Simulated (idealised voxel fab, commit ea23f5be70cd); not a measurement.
This is a process module. Its name is voxel spacer lines.
We display cut, a cross-section 230 nm in width whose square cells are each 5 nm.
A cross-section in this document is a grid of square cells, and it is written down as bands, the top band listed before the ones below it; a band is made up of one or more rows of cells. Read a band's entry like this: the first values are the height of its top and the height of its bottom in nm, and what follows is the sequence of materials from left to right, each with its width in nm. Note that "air" is empty space, and that a single material marked "all across" reaches across the band from edge to edge. Measure heights from 0. That's the level where, below it, the as-received wafer is all one material. The lowest band is bottomless and extends downward; write it as in "from 0 down". Per-row width for "30..40": begins at first number (top row of band), ends at second number (bottom row), increment between rows held constant. Step marked "nothing changed"? Then no cell in the cross-section changed in it. Empty spaces without an open route to the top, at least 8 cells in extent, make up the entry "Voids, sealed"; each is given as width x height at distance, where the distance is measured from the left edge, and all are in nm. Anything after a step's settings on that line? It's the simulator's own note about the step. Regarding "overlay nm": on a step with a mask, it is the distance the mask lay to the right of its planned place; a negative value places it to the left.

**Set out below are the planned steps of the process**
1: RECEIVE with material Si
2: CONFORMAL_DEP with material Al2O3, thk nm 10
3: DIRECTIONAL_DEP with material polySi, thk nm 20
4: DIRECTIONAL_DEP with material aC, thk nm 30
5: PATTERN with tone cover, mask id MANDREL, material resist, width nm 20, pitch nm 70, thk nm 35, overlay nm 0
6: DIRECTIONAL_ETCH with etch materials aC, depth nm 30
7: STRIP with etch materials resist
8: CONFORMAL_DEP with material SiO2, thk nm 15
9: DIRECTIONAL_ETCH with etch materials SiO2, depth nm 15
10: STRIP with etch materials aC
11: DIRECTIONAL_ETCH with etch materials polySi, depth nm 20
12: STRIP with etch materials SiO2
13: FILL_DEP with material SiO2, thk nm 5
14: CMP with height nm 30

**Cross-section of the wafer as it came to us, i.e., already through step 1**
	from 0 down | Si all across
	Voids, sealed: none

**Looking at the first of two wafers in cross-section at end of module - ran to plan**
	from 30 to 10 | 55 of SiO2 | 15 of polySi | 20 of SiO2 | 15 of polySi | 20 of SiO2 | 15 of polySi | 20 of SiO2 | 15 of polySi | 55 of SiO2
	from 10 to 0 | Al2O3 all across
	from 0 down | Si all across
	Voids, sealed: none

**Cross-sectional view: second of two wafers, end of module; start and plan identical to the first, one mistake in running**
	from 30 to 10 | 45 of SiO2 | 15 of polySi | 20 of SiO2 | 15 of polySi | 20 of SiO2 | 15 of polySi | 20 of SiO2 | 15 of polySi | 65 of SiO2
	from 10 to 0 | Al2O3 all across
	from 0 down | Si all across
	Voids, sealed: none
Nonconformance to the process plan: step 5 did not use the planned setting and instead ran as PATTERN with tone cover, mask id MANDREL, material resist, width nm 20, pitch nm 70, thk nm 35, overlay nm -10
Upon completion, the cell count for each material on the second wafer equals that on the first, whereas the spatial distribution of those cells differs.
